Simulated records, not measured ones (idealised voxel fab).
Module name: voxel lift off (process module)
Each square cell in cross-section cut measures 5 nm, and the section as a whole is 285 nm wide.
How to read a cross-section here: the picture is a grid of square cells, written as bands going from the top down, and any band can span one or more rows of cells. Band: top and bottom heights (nm) first, top before bottom; then materials from left to right, widths in nm. "full width" marks a sole material filling the band edge to edge. "air" denotes empty space. Height 0 is the level under which the wafer as received is all one material. The lowest band goes on downwards, as in "0 nm and below". Graded width ("30->40"): value in top row of band = first number; value in bottom row = second number; row-to-row change constant. Step marked "all unchanged"? Then no cell in the cross-section changed in it. "closed voids" enumerates empty spaces isolated from the top, with no open way to it, that contain at least 8 cells, giving each as width x height at distance from the left edge, all three in nm. It should be noted that, on the line of a given step, the content following the step's settings is a remark produced by the simulator itself with respect to that step. overlay nm: how far to the right of its planned place the mask lay on this masked step (negative: to the left).
THE STEPS PLANNED FOR THE PROCESS ARE AS FOLLOWS
| 1 | RECEIVE,material Si |
| 2 | CONFORMAL_DEP,material Al2O3,thk nm 5 |
| 3 | PATTERN,tone open,mask id LINES,material resist,width nm 20,pitch nm 50,thk nm 20,overlay nm -15 |
| 4 | DIRECTIONAL_DEP,material Ru,thk nm 10 |
| 5 | STRIP,etch materials resist |
| 6 | CONFORMAL_DEP,material SiN,thk nm 5 |
Where the wafers of this document differ is in the overlay nm of step 3; they start out the same, and the plan states the value that applied to the first wafer.
THE AS-RECEIVED CROSS-SECTION OF THE FIRST OF SEVERAL WAFERS CORRESPONDS TO THE STATE AFTER STEP 1
> 0 nm and below = Si full width
> closed voids: none
HERE IS HOW TO READ THE ROWS: EVERY WAFER HAS A ROW, AND IT SHOWS THE WAFER AT THE END OF THE MODULE, GIVING FOR EACH MATERIAL HOW MANY CELLS WERE GAINED (+) OR LOST (-) SINCE THE WAFER WAS RECEIVED, THEN LISTING ITS CLOSED VOIDS
overlay nm -15 | +57 Al2O3 | +32 Ru | +73 SiN | closed voids: none
overlay nm -10 | +57 Al2O3 | +32 Ru | +73 SiN | closed voids: none
overlay nm -5 | +57 Al2O3 | +32 Ru | +73 SiN | closed voids: none
overlay nm 0 | +57 Al2O3 | +32 Ru | +73 SiN | closed voids: none
overlay nm 5 | +57 Al2O3 | +32 Ru | +73 SiN | closed voids: none
overlay nm 10 | +57 Al2O3 | +32 Ru | +73 SiN | closed voids: none
overlay nm 15 | +57 Al2O3 | +32 Ru | +73 SiN | closed voids: none
